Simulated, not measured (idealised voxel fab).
A process module follows: voxel double patterning.
Each square cell in cross-section cut measures 5 nm, and the section as a whole is 155 nm wide.
This document writes a cross-section as a grid whose cells are square, and gives it as bands, listed from the top down; one or more rows of cells form a band.
Heads up on the band format: heights come first, top then bottom, in nm. After that it's the materials left to right, each with its width in nm. A single material flagged "edge to edge" fills the whole band edge to edge, and "empty" means there's empty space there.
For the purposes of this specification, 0 denotes the height below which the wafer in its as-received condition is composed wholly of one material, and the lowermost band, lacking a lower limit, extends downward without end, as expressed in "0..down".
So if you see something like "30->40" for the width, read it as the top row of the band sitting at the first number and the bottom row at the second, with every row in between moving by the same amount as the last.
For the purposes of this document, the phrase "stayed the same" attached to a step denotes that no cell within the cross-section was modified by that step.
"Sealed-off cavities" enumerates empty spaces isolated from the top, with no open way to it, that contain at least 8 cells, giving each as width x height at distance from the left edge, all three in nm.
That trailing text on a step's line, after the settings, is the simulator's own remark on the step.
When a step includes a mask, the "overlay nm" setting on its line states how far to the right of its planned place that mask lay, and negative values state how far to the left.
### Process steps foreseen in the plan
- 1: RECEIVE (material Si)
- 2: CONFORMAL_DEP (material SiO2; thk nm 10)
- 3: DIRECTIONAL_DEP (material TiN; thk nm 15)
- 4: DIRECTIONAL_DEP (material SiCN; thk nm 10)
- 5: DIRECTIONAL_DEP (material aC; thk nm 15)
- 6: PATTERN (tone open; mask id FIRST; material resist; width nm 15; pitch nm 50; thk nm 35; overlay nm 0)
- 7: DIRECTIONAL_ETCH (etch materials aC; depth nm 15)
- 8: STRIP (etch materials resist)
- 9: DIRECTIONAL_ETCH (etch materials SiCN; depth nm 10)
- 10: STRIP (etch materials aC)
- 11: MASKED_ETCH (tone open; mask id SECOND; width nm 15; pitch nm 50; etch materials SiCN; depth nm 10; overlay nm 0)
- 12: DIRECTIONAL_ETCH (etch materials TiN; depth nm 15)
- 13: STRIP (etch materials SiCN)
### As-received state of the wafer in cross-section, equivalent to post-step 1
0..down  Si edge to edge
Sealed-off cavities: none
### Cross-sectional view of the first of the two wafers upon completion of the module, processed in accordance with the plan
25..10  20 TiN  15 empty  10 TiN  15 empty  10 TiN  15 empty  10 TiN  15 empty  10 TiN  15 empty  20 TiN
10..0  SiO2 edge to edge
0..down  Si edge to edge
Sealed-off cavities: none
### End-of-module cross-section of the second wafer: identical starting point and process plan to the first, with one processing mistake
25..15  20 TiN  15 empty  10 TiN  15 empty  10 TiN  15 empty  10 TiN  15 empty  10 TiN  15 empty  20 TiN
15..10  TiN edge to edge
10..0  SiO2 edge to edge
0..down  Si edge to edge
Sealed-off cavities: none
Short version of what went wrong: step 12 was not run as planned; what actually ran was DIRECTIONAL_ETCH (etch materials TiN; depth nm 10)
Bottom line after processing is that, in cells, the second wafer is up or down on some materials versus the first: TiN: 15 more
